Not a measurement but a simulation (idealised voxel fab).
process module | voxel gate over fins
cross-section cut | 165 nm wide | cells 5 nm
A cross-section is a grid of square cells, given in bands from the top down. A band is one or more rows of cells.
Each band's line starts with the height of the band's top and of its bottom, in nm. Then come its materials from left to right, each with its width in nm. One material with "throughout" fills the band from edge to edge. "air" is empty space.
Height 0 is the level under which the wafer as received is all one material. The lowest band goes on downwards, as in "0 down".
A width such as "30 to 40" changes by the same amount from each row of cells to the next, from the band's top row to its bottom row.
"no change" after a step means that no cell of the cross-section changed.
closed voids: empty space of 8 cells or more with no open way to the top, each as width x height at its distance from the left edge, in nm
after a step's settings: what the simulator itself notes on the step
overlay nm, on a step with a mask: how far to the right of its planned place the mask lay; to the left if negative
plan
1 op RECEIVE | material Si
2 op CONFORMAL_DEP | material SiN | thk nm 10
3 op PATTERN | tone cover | mask id FINS | material resist | width nm 15 | pitch nm 60 | thk nm 20 | overlay nm -15
4 op DIRECTIONAL_ETCH | etch materials SiN | depth nm 10
5 op DIRECTIONAL_ETCH | etch materials Si | depth nm 30
6 op STRIP | etch materials resist
7 op FILL_DEP | material SiO2 | thk nm 10
8 op CMP | height nm 10
9 op DIRECTIONAL_DEP | material aC | thk nm 15
10 op PATTERN | tone open | mask id RAIL | material resist | width nm 15 | thk nm 30 | overlay nm 0
11 op DIRECTIONAL_ETCH | etch materials aC | depth nm 15
12 op STRIP | etch materials resist
13 op DIRECTIONAL_ETCH | etch materials SiO2 | depth nm 35
14 op STRIP | etch materials aC
15 op CONFORMAL_DEP | material TiN | thk nm 5
16 op FILL_DEP | material Ru | thk nm 10
17 op CMP | height nm 10
18 op SELECTIVE_ETCH | etch materials W Ru TiN | depth nm 30
19 op FILL_DEP | material SiO2 | thk nm 5
20 op CMP | height nm 10
21 op SELECTIVE_ETCH | etch materials SiO2 | depth nm 20
22 op STRIP | etch materials SiN
23 op CONFORMAL_DEP | material HfO2 | thk nm 5
24 op CONFORMAL_DEP | material TiN | thk nm 5
25 op FILL_DEP | material W | thk nm 10
26 op CMP | height nm 15
27 op CONFORMAL_DEP | material SiCN | thk nm 5
varied across the wafers: overlay nm of step 3. The plan shows the first wafer's value. All wafers start alike
first wafer as received, after step 1
  0 down: Si throughout
  closed voids: none
first wafer at the end, after step 27
  20 to 15: SiCN throughout
  15 to 10: W throughout
  10 to 5: W 20 | TiN 35 | W 25 | TiN 35 | W 50
  5 to 0: W 20 | TiN 5 | HfO2 25 | TiN 5 | W 25 | TiN 5 | HfO2 25 | TiN 5 | W 50
  0 to -5: TiN 25 | HfO2 5 | Si 15 | HfO2 5 | TiN 35 | HfO2 5 | Si 15 | HfO2 5 | TiN 55
  -5 to -10: HfO2 30 | Si 15 | HfO2 45 | Si 15 | HfO2 60
  -10 to -20: SiO2 30 | Si 15 | SiO2 45 | Si 15 | SiO2 60
  -20 to -25: SiO2 30 | Si 15 | SiO2 30 | TiN 15 | Si 15 | SiO2 60
  -25 to -30: SiO2 30 | Si 15 | SiO2 45 | Si 15 | SiO2 60
  -30 down: Si throughout
  closed voids: none
last wafer at the end
  20 to 15: SiCN throughout
  15 to 10: W throughout
  10 to 5: W 50 | TiN 35 | W 25 | TiN 35 | W 20
  5 to 0: W 50 | TiN 5 | HfO2 25 | TiN 5 | W 25 | TiN 5 | HfO2 25 | TiN 5 | W 20
  0 to -5: TiN 55 | HfO2 5 | Si 15 | HfO2 5 | TiN 35 | HfO2 5 | Si 15 | HfO2 5 | TiN 25
  -5 to -10: HfO2 60 | Si 15 | HfO2 45 | Si 15 | HfO2 30
  -10 to -20: SiO2 60 | Si 15 | SiO2 45 | Si 15 | SiO2 30
  -20 to -25: SiO2 60 | Si 15 | TiN 15 | SiO2 30 | Si 15 | SiO2 30
  -25 to -30: SiO2 60 | Si 15 | SiO2 45 | Si 15 | SiO2 30
  -30 down: Si throughout
  closed voids: none
each wafer at the end: cells of each material gained (+) or lost (-) since it was received, then its closed voids
overlay nm -15 | +41 HfO2 | -162 Si | +33 SiCN | +105 SiO2 | +44 TiN | +71 W | closed voids: none
overlay nm -10 | +41 HfO2 | -162 Si | +33 SiCN | +105 SiO2 | +44 TiN | +71 W | closed voids: none
overlay nm -5 | +41 HfO2 | -162 Si | +33 SiCN | +105 SiO2 | +44 TiN | +71 W | closed voids: none
overlay nm 0 | +41 HfO2 | -162 Si | +33 SiCN | +105 SiO2 | +44 TiN | +71 W | closed voids: none
overlay nm 5 | +41 HfO2 | -162 Si | +33 SiCN | +105 SiO2 | +44 TiN | +71 W | closed voids: none
overlay nm 10 | +41 HfO2 | -162 Si | +33 SiCN | +105 SiO2 | +44 TiN | +71 W | closed voids: none
overlay nm 15 | +41 HfO2 | -162 Si | +33 SiCN | +105 SiO2 | +44 TiN | +71 W | closed voids: none
